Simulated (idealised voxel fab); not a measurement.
Herein follows the process module entitled voxel self aligned vias.
Cross-section cut spans 210 nm and uses square cells 5 nm in size.
In what follows, cross-sections appear as grids of square cells, described through bands that run from the top down, where every band is one or more rows of cells.
Within each band entry, the heights of the top and of the bottom of the band appear first, in that order and in nm; the materials of the band then follow from left to right, each with its corresponding width in nm. The designation "edge to edge" on a single material indicates that it fills the band from edge to edge; the designation "empty" indicates empty space.
Below 0: as-received wafer, all one material; heights counted from there. Lowest band: no bottom, goes on down, written "0 -> down".
Top row gets the first number, bottom row gets the second, and each row in between changes by the same step: that is how a band width like "30->40" works.
Step marked "left unchanged"? Then no cell in the cross-section changed in it.
Closed empty spaces (no open way to the top) of 8 cells or more are what "Closed empty spaces" lists, each as width x height at distance from the left edge, nm for all three.
If you see something after the settings on a step's line, that's the simulator's own remark about that step.
If you see "overlay nm" on a step's line and that step has a mask, it's telling you how far right of where it was planned the mask ended up; a negative number means it went left instead.
-- Set out below are the planned steps of the process
- 1: RECEIVE [material Si]
- 2: CONFORMAL_DEP [material SiO2] [thk nm 15]
- 3: CONFORMAL_DEP [material SiCN] [thk nm 5]
- 4: DIRECTIONAL_DEP [material SiO2] [thk nm 20]
- 5: PATTERN [tone open] [mask id LINES] [material resist] [width nm 20] [pitch nm 55] [thk nm 15] [overlay nm -15]
- 6: DIRECTIONAL_ETCH [etch materials SiO2] [depth nm 20]
- 7: STRIP [etch materials resist]
- 8: CONFORMAL_DEP [material TiN] [thk nm 5]
- 9: FILL_DEP [material Ru] [thk nm 5]
- 10: CMP [height nm 40]
- 11: SELECTIVE_ETCH [etch materials W Ru TiN] [depth nm 10]
- 12: FILL_DEP [material SiN] [thk nm 10]
- 13: CMP [height nm 40]
- 14: DIRECTIONAL_DEP [material SiO2] [thk nm 20]
- 15: MASKED_ETCH [tone open] [mask id VIAS] [width nm 40] [pitch nm 110] [etch materials SiO2] [depth nm 20] [overlay nm 0]
- 16: MASKED_ETCH [tone open] [mask id VIAS] [width nm 40] [pitch nm 110] [etch materials SiN] [depth nm 10] [overlay nm 0]
- 17: CONFORMAL_DEP [material TiN] [thk nm 5]
- 18: FILL_DEP [material Cu] [thk nm 10]
- 19: CMP [height nm 60]
- 20: CONFORMAL_DEP [material SiCN] [thk nm 5]
Variable across wafers: step 5 overlay nm (plan value is that of the first wafer; starting state common to all).
-- Here's the first of the wafers in cross-section, just as we got it, i.e. after step 1
0 -> down  Si edge to edge
Closed empty spaces: none
-- Below: a row per wafer. Contents at end of module: for every material, cells gained since receipt (+) or lost since receipt (-); then closed voids
overlay nm -15; +40 Cu; +6 Ru; +84 SiCN; +12 SiN; +350 SiO2; +54 TiN; Closed empty spaces: none
overlay nm -10; +44 Cu; +6 Ru; +84 SiCN; +8 SiN; +350 SiO2; +54 TiN; Closed empty spaces: none
overlay nm -5; +44 Cu; +6 Ru; +84 SiCN; +8 SiN; +350 SiO2; +54 TiN; Closed empty spaces: none
overlay nm 0; +44 Cu; +6 Ru; +84 SiCN; +8 SiN; +350 SiO2; +54 TiN; Closed empty spaces: none
overlay nm 5; +44 Cu; +6 Ru; +84 SiCN; +8 SiN; +350 SiO2; +54 TiN; Closed empty spaces: none
overlay nm 10; +44 Cu; +6 Ru; +84 SiCN; +8 SiN; +350 SiO2; +54 TiN; Closed empty spaces: none
overlay nm 15; +40 Cu; +6 Ru; +84 SiCN; +12 SiN; +350 SiO2; +54 TiN; Closed empty spaces: none
